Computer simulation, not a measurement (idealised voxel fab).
The name of this process module is voxel trench capacitor.
cross-section cut | 160 nm wide | cells 5 nm
Cross-section, as written here: a square-cell grid given band by band from the top down, where a band holds one or more rows of cells.
In this notation a band is specified by the heights of its top and bottom, in that order and in nm, after which its materials appear from left to right, each paired with its width in nm. The word "throughout" attached to a single material means that material fills the band from edge to edge; the word "air" stands for empty space.
We count height from 0. Below that, the starting wafer is all one material. The lowest band never ends at the bottom but goes on down; see "0 -> down" for how that is written.
So if you see something like "30->40" for the width, read it as the top row of the band sitting at the first number and the bottom row at the second, with every row in between moving by the same amount as the last.
For the purposes of this document, the phrase "nothing different" attached to a step denotes that no cell within the cross-section was modified by that step.
What "Sealed internal voids" gives you is every empty space of 8 cells or more that is cut off from the top. Each appears as width x height at distance, with the distance taken from the left edge and width, height and distance all in nm.
Text after the settings on a step's line: the simulator's own remark on that step.
The setting "overlay nm" may be written on the line of a step. When the step uses a mask, the value reports how far to the right of the planned place the mask lay, and a negative value reports that it lay to the left.
-- Listed below are the process steps as planned
step 1: RECEIVE, material Si
step 2: CONFORMAL_DEP, material SiN, thk nm 5
step 3: PATTERN, tone open, mask id TRENCH, material resist, width nm 30, pitch nm 50, thk nm 20, overlay nm 0
step 4: DIRECTIONAL_ETCH, etch materials SiN, depth nm 5
step 5: DIRECTIONAL_ETCH, etch materials Si, depth nm 25
step 6: STRIP, etch materials resist
step 7: CONFORMAL_DEP, material Al2O3, thk nm 5
step 8: CONFORMAL_DEP, material TiN, thk nm 5
step 9: FILL_DEP, material W, thk nm 10
step 10: CMP, height nm 5
-- The following pertains to the first of two wafers, which was processed as planned
-- Delivered wafer in cross-section: state after step 1
- 0 -> down = Si throughout
- Sealed internal voids: none
-- The wafer, seen in cross-section, after step 2
- 5 -> 0 = SiN throughout
- No changes below 0.
-- The wafer, seen in cross-section, after step 3
- 25 -> 5 = 15 of resist  30 of air  20 of resist  30 of air  20 of resist  30 of air  15 of resist
- No changes below 5.
-- The wafer, seen in cross-section, after step 4
- 25 -> 5 = 15 of resist  30 of air  20 of resist  30 of air  20 of resist  30 of air  15 of resist
- 5 -> 0 = 15 of SiN  30 of air  20 of SiN  30 of air  20 of SiN  30 of air  15 of SiN
- No changes below 0.
-- The wafer, seen in cross-section, after step 5
- 25 -> 5 = 15 of resist  30 of air  20 of resist  30 of air  20 of resist  30 of air  15 of resist
- 5 -> 0 = 15 of SiN  30 of air  20 of SiN  30 of air  20 of SiN  30 of air  15 of SiN
- 0 -> -25 = 15 of Si  30 of air  20 of Si  30 of air  20 of Si  30 of air  15 of Si
- No changes below -25.
-- The wafer, seen in cross-section, after step 6
- 5 -> 0 = 15 of SiN  30 of air  20 of SiN  30 of air  20 of SiN  30 of air  15 of SiN
- No changes below 0.
-- The wafer, seen in cross-section, after step 7
- 10 -> 5 = 20 of Al2O3  20 of air  30 of Al2O3  20 of air  30 of Al2O3  20 of air  20 of Al2O3
- 5 -> 0 = 15 of SiN  5 of Al2O3  20 of air  5 of Al2O3  20 of SiN  5 of Al2O3  20 of air  5 of Al2O3  20 of SiN  5 of Al2O3  20 of air  5 of Al2O3  15 of SiN
- 0 -> -20 = 15 of Si  5 of Al2O3  20 of air  5 of Al2O3  20 of Si  5 of Al2O3  20 of air  5 of Al2O3  20 of Si  5 of Al2O3  20 of air  5 of Al2O3  15 of Si
- -20 -> -25 = 15 of Si  30 of Al2O3  20 of Si  30 of Al2O3  20 of Si  30 of Al2O3  15 of Si
- No changes below -25.
-- The wafer, seen in cross-section, after step 8
- 15 -> 10 = 25 of TiN  10 of air  40 of TiN  10 of air  40 of TiN  10 of air  25 of TiN
- 10 -> 5 = 20 of Al2O3  5 of TiN  10 of air  5 of TiN  30 of Al2O3  5 of TiN  10 of air  5 of TiN  30 of Al2O3  5 of TiN  10 of air  5 of TiN  20 of Al2O3
- 5 -> 0 = 15 of SiN  5 of Al2O3  5 of TiN  10 of air  5 of TiN  5 of Al2O3  20 of SiN  5 of Al2O3  5 of TiN  10 of air  5 of TiN  5 of Al2O3  20 of SiN  5 of Al2O3  5 of TiN  10 of air  5 of TiN  5 of Al2O3  15 of SiN
- 0 -> -15 = 15 of Si  5 of Al2O3  5 of TiN  10 of air  5 of TiN  5 of Al2O3  20 of Si  5 of Al2O3  5 of TiN  10 of air  5 of TiN  5 of Al2O3  20 of Si  5 of Al2O3  5 of TiN  10 of air  5 of TiN  5 of Al2O3  15 of Si
- -15 -> -20 = 15 of Si  5 of Al2O3  20 of TiN  5 of Al2O3  20 of Si  5 of Al2O3  20 of TiN  5 of Al2O3  20 of Si  5 of Al2O3  20 of TiN  5 of Al2O3  15 of Si
- No changes below -20.
-- The wafer, seen in cross-section, after step 9
- 25 -> 15 = W throughout
- 15 -> 10 = 25 of TiN  10 of W  40 of TiN  10 of W  40 of TiN  10 of W  25 of TiN
- 10 -> 5 = 20 of Al2O3  5 of TiN  10 of W  5 of TiN  30 of Al2O3  5 of TiN  10 of W  5 of TiN  30 of Al2O3  5 of TiN  10 of W  5 of TiN  20 of Al2O3
- 5 -> 0 = 15 of SiN  5 of Al2O3  5 of TiN  10 of W  5 of TiN  5 of Al2O3  20 of SiN  5 of Al2O3  5 of TiN  10 of W  5 of TiN  5 of Al2O3  20 of SiN  5 of Al2O3  5 of TiN  10 of W  5 of TiN  5 of Al2O3  15 of SiN
- 0 -> -15 = 15 of Si  5 of Al2O3  5 of TiN  10 of W  5 of TiN  5 of Al2O3  20 of Si  5 of Al2O3  5 of TiN  10 of W  5 of TiN  5 of Al2O3  20 of Si  5 of Al2O3  5 of TiN  10 of W  5 of TiN  5 of Al2O3  15 of Si
- No changes below -15.
-- The wafer, seen in cross-section, after step 10
- 5 -> 0 = 15 of SiN  5 of Al2O3  5 of TiN  10 of W  5 of TiN  5 of Al2O3  20 of SiN  5 of Al2O3  5 of TiN  10 of W  5 of TiN  5 of Al2O3  20 of SiN  5 of Al2O3  5 of TiN  10 of W  5 of TiN  5 of Al2O3  15 of SiN
- No changes below 0.
-- The second wafer was prepared from the same starting point and under the same plan as the first; its processing contained one mistake, and it remains indistinguishable from the first wafer up to and including step 2
-- Second wafer shown in cross-section at the time step 3 was slated to end
- 25 -> 5 = 15 of air  30 of resist  20 of air  30 of resist  20 of air  30 of resist  15 of air
- No changes below 5.
-- Second wafer shown in cross-section at the time step 4 was slated to end
- 25 -> 5 = 15 of air  30 of resist  20 of air  30 of resist  20 of air  30 of resist  15 of air
- 5 -> 0 = 15 of air  30 of SiN  20 of air  30 of SiN  20 of air  30 of SiN  15 of air
- No changes below 0.
-- Second wafer shown in cross-section at the time step 5 was slated to end
- 25 -> 5 = 15 of air  30 of resist  20 of air  30 of resist  20 of air  30 of resist  15 of air
- 5 -> 0 = 15 of air  30 of SiN  20 of air  30 of SiN  20 of air  30 of SiN  15 of air
- 0 -> -25 = 15 of air  30 of Si  20 of air  30 of Si  20 of air  30 of Si  15 of air
- No changes below -25.
-- Second wafer shown in cross-section at the time step 6 was slated to end
- 5 -> 0 = 15 of air  30 of SiN  20 of air  30 of SiN  20 of air  30 of SiN  15 of air
- No changes below 0.
-- Second wafer shown in cross-section at the time step 7 was slated to end
- 10 -> 5 = 10 of air  40 of Al2O3  10 of air  40 of Al2O3  10 of air  40 of Al2O3  10 of air
- 5 -> 0 = 10 of air  5 of Al2O3  30 of SiN  5 of Al2O3  10 of air  5 of Al2O3  30 of SiN  5 of Al2O3  10 of air  5 of Al2O3  30 of SiN  5 of Al2O3  10 of air
- 0 -> -20 = 10 of air  5 of Al2O3  30 of Si  5 of Al2O3  10 of air  5 of Al2O3  30 of Si  5 of Al2O3  10 of air  5 of Al2O3  30 of Si  5 of Al2O3  10 of air
- -20 -> -25 = 15 of Al2O3  30 of Si  20 of Al2O3  30 of Si  20 of Al2O3  30 of Si  15 of Al2O3
- No changes below -25.
-- Second wafer shown in cross-section at the time step 8 was slated to end
- 15 -> 10 = 5 of air  150 of TiN  5 of air
- 10 -> 5 = 5 of air  5 of TiN  40 of Al2O3  10 of TiN  40 of Al2O3  10 of TiN  40 of Al2O3  5 of TiN  5 of air
- 5 -> 0 = 5 of air  5 of TiN  5 of Al2O3  30 of SiN  5 of Al2O3  10 of TiN  5 of Al2O3  30 of SiN  5 of Al2O3  10 of TiN  5 of Al2O3  30 of SiN  5 of Al2O3  5 of TiN  5 of air
- 0 -> -15 = 5 of air  5 of TiN  5 of Al2O3  30 of Si  5 of Al2O3  10 of TiN  5 of Al2O3  30 of Si  5 of Al2O3  10 of TiN  5 of Al2O3  30 of Si  5 of Al2O3  5 of TiN  5 of air
- -15 -> -20 = 10 of TiN  5 of Al2O3  30 of Si  5 of Al2O3  10 of TiN  5 of Al2O3  30 of Si  5 of Al2O3  10 of TiN  5 of Al2O3  30 of Si  5 of Al2O3  10 of TiN
- No changes below -20.
-- Second wafer shown in cross-section at the time step 9 was slated to end
- 25 -> 15 = W throughout
- 15 -> 10 = 5 of W  150 of TiN  5 of W
- 10 -> 5 = 5 of W  5 of TiN  40 of Al2O3  10 of TiN  40 of Al2O3  10 of TiN  40 of Al2O3  5 of TiN  5 of W
- 5 -> 0 = 5 of W  5 of TiN  5 of Al2O3  30 of SiN  5 of Al2O3  10 of TiN  5 of Al2O3  30 of SiN  5 of Al2O3  10 of TiN  5 of Al2O3  30 of SiN  5 of Al2O3  5 of TiN  5 of W
- 0 -> -15 = 5 of W  5 of TiN  5 of Al2O3  30 of Si  5 of Al2O3  10 of TiN  5 of Al2O3  30 of Si  5 of Al2O3  10 of TiN  5 of Al2O3  30 of Si  5 of Al2O3  5 of TiN  5 of W
- No changes below -15.
-- Second wafer shown in cross-section at the time step 10 was slated to end
- 5 -> 0 = 5 of W  5 of TiN  5 of Al2O3  30 of SiN  5 of Al2O3  10 of TiN  5 of Al2O3  30 of SiN  5 of Al2O3  10 of TiN  5 of Al2O3  30 of SiN  5 of Al2O3  5 of TiN  5 of W
- No changes below 0.
Here's what went sideways: so step 3 ended up running with a different setting than we planned, it ran as PATTERN, tone cover, mask id TRENCH, material resist, width nm 30, pitch nm 50, thk nm 20, overlay nm 0
In the final state, the cell counts of the second wafer exceed or fall short of those of the first for the following materials: 4 fewer of Al2O3, 20 more of Si, 4 more of SiN, 4 fewer of TiN, 16 fewer of W
